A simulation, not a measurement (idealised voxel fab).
process module | voxel ribs on slabs
cross-section cut | 160 nm wide | cells 5 nm
A cross-section is a grid of square cells, given in bands from the top down. A band is one or more rows of cells.
Each band's line starts with the height of the band's top and of its bottom, in nm. Then come its materials from left to right, each with its width in nm. One material with "throughout" fills the band from edge to edge. "air" is empty space.
Height 0 is the level under which the wafer as received is all one material. The lowest band goes on downwards, as in "0 down".
A width such as "30 to 40" changes by the same amount from each row of cells to the next, from the band's top row to its bottom row.
"no change" after a step means that no cell of the cross-section changed.
closed voids: empty space of 8 cells or more with no open way to the top, each as width x height at its distance from the left edge, in nm
after a step's settings: what the simulator itself notes on the step
overlay nm, on a step with a mask: how far to the right of its planned place the mask lay; to the left if negative
plan
1 op RECEIVE | material Si
2 op DIRECTIONAL_DEP | material SiO2 | thk nm 20
3 op DIRECTIONAL_DEP | material polySi | thk nm 20
4 op MASKED_ETCH | tone cover | mask id RIB | width nm 30 | etch materials polySi | depth nm 5 | overlay nm 0
5 op PATTERN | tone cover | mask id SLAB | material resist | width nm 80 | thk nm 20 | overlay nm 0
6 op DIRECTIONAL_ETCH | etch materials polySi | depth nm 15
7 op STRIP | etch materials resist
8 op FILL_DEP | material SiO2 | thk nm 20
9 op CMP | height nm 55
10 op DIRECTIONAL_DEP | material W | thk nm 10
11 op MASKED_ETCH | tone cover | mask id HEATER | width nm 40 | etch materials W | depth nm 10 | overlay nm -15
12 op CONFORMAL_DEP | material SiN | thk nm 5
varied across the wafers: overlay nm of step 11. The plan shows the first wafer's value. All wafers start alike
first wafer as received, after step 1
  0 down: Si throughout
  closed voids: none
each wafer at the end: cells of each material gained (+) or lost (-) since it was received, then its closed voids
overlay nm -15 | +36 SiN | +298 SiO2 | +16 W | +54 polySi | closed voids: none
overlay nm -10 | +36 SiN | +298 SiO2 | +16 W | +54 polySi | closed voids: none
overlay nm -5 | +36 SiN | +298 SiO2 | +16 W | +54 polySi | closed voids: none
overlay nm 0 | +36 SiN | +298 SiO2 | +16 W | +54 polySi | closed voids: none
overlay nm 5 | +36 SiN | +298 SiO2 | +16 W | +54 polySi | closed voids: none
overlay nm 10 | +36 SiN | +298 SiO2 | +16 W | +54 polySi | closed voids: none
overlay nm 15 | +36 SiN | +298 SiO2 | +16 W | +54 polySi | closed voids: none
